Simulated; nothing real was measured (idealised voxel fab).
Process module heading - voxel air gaps
250 nm wide, 5 nm square cells: that's cross-section cut.
Cross-section layout: square cells on a grid; listed as bands, top to bottom; a band spans one or more cell rows.
Heights first: top, then bottom, in nm. Then materials, left to right, each with a width in nm. "all across" on a single material: fills the band edge to edge. "empty": empty space.
Heights are measured from 0, the level below which the as-received wafer is all one material; the lowest band has no bottom and continues downward, written as in "0 and below".
Per-row width for "30 to 40": begins at first number (top row of band), ends at second number (bottom row), increment between rows held constant.
Reading "remains unaltered" for a step: not a cell of the cross-section changed in it.
Heads up: "Enclosed void catalog" only lists the empty pockets with no open path to the top that are 8 cells or more, and it writes them as width x height at distance, distance from the left edge, in nm.
Anything after a step's settings on that line? It's the simulator's own note about the step.
overlay nm: right-of-plan distance of the mask on a masked step; negative values mean left-of-plan.

PLAN
1,op RECEIVE | material Si
2,op CONFORMAL_DEP | material SiO2 | thk nm 10
3,op CONFORMAL_DEP | material SiN | thk nm 5
4,op DIRECTIONAL_DEP | material lowk | thk nm 30
5,op DIRECTIONAL_DEP | material aC | thk nm 15
6,op PATTERN | tone open | mask id LINES | material resist | width nm 15 | pitch nm 40 | thk nm 35 | overlay nm 0
7,op DIRECTIONAL_ETCH | etch materials aC | depth nm 15
8,op STRIP | etch materials resist
9,op DIRECTIONAL_ETCH | etch materials lowk | depth nm 30
10,op STRIP | etch materials aC
11,op CONFORMAL_DEP | material TiN | thk nm 5
12,op FILL_DEP | material Cu | thk nm 5
13,op CMP | height nm 45
14,op EPI | material Ru | thk nm 10
15,op SELECTIVE_ETCH | etch materials lowk | depth nm 40
16,op CONFORMAL_DEP | material SiN | thk nm 5

CROSS-SECTION OF THE WAFER UPON ARRIVAL, REPRESENTING THE STATE REACHED AFTER STEP 1
- 0 and below: Si all across
- Enclosed void catalog: none

POST-MODULE CROSS-SECTION: IDENTICAL START AND PLAN TO THOSE ABOVE, ONE MISSTEP IN EXECUTION
- 70 down to 65: empty (30), SiN (185), empty (35)
- 65 down to 45: empty (30), SiN (5), Ru (175), SiN (5), empty (35)
- 45 down to 40: empty (30), SiN (25), TiN (5), Cu (5), TiN (5), lowk (25), TiN (5), Cu (5), TiN (5), lowk (25), TiN (5), Cu (5), TiN (5), lowk (25), TiN (5), Cu (5), TiN (5), SiN (25), empty (35)
- 40 down to 20: empty (50), SiN (5), TiN (5), Cu (5), TiN (5), lowk (25), TiN (5), Cu (5), TiN (5), lowk (25), TiN (5), Cu (5), TiN (5), lowk (25), TiN (5), Cu (5), TiN (5), SiN (5), empty (55)
- 20 down to 15: SiN (55), TiN (15), lowk (25), TiN (15), lowk (25), TiN (15), lowk (25), TiN (15), SiN (60)
- 15 down to 10: SiN all across
- 10 down to 0: SiO2 all across
- 0 and below: Si all across
- Enclosed void catalog: none
Error vs. plan: plan step 14 was conducted twice
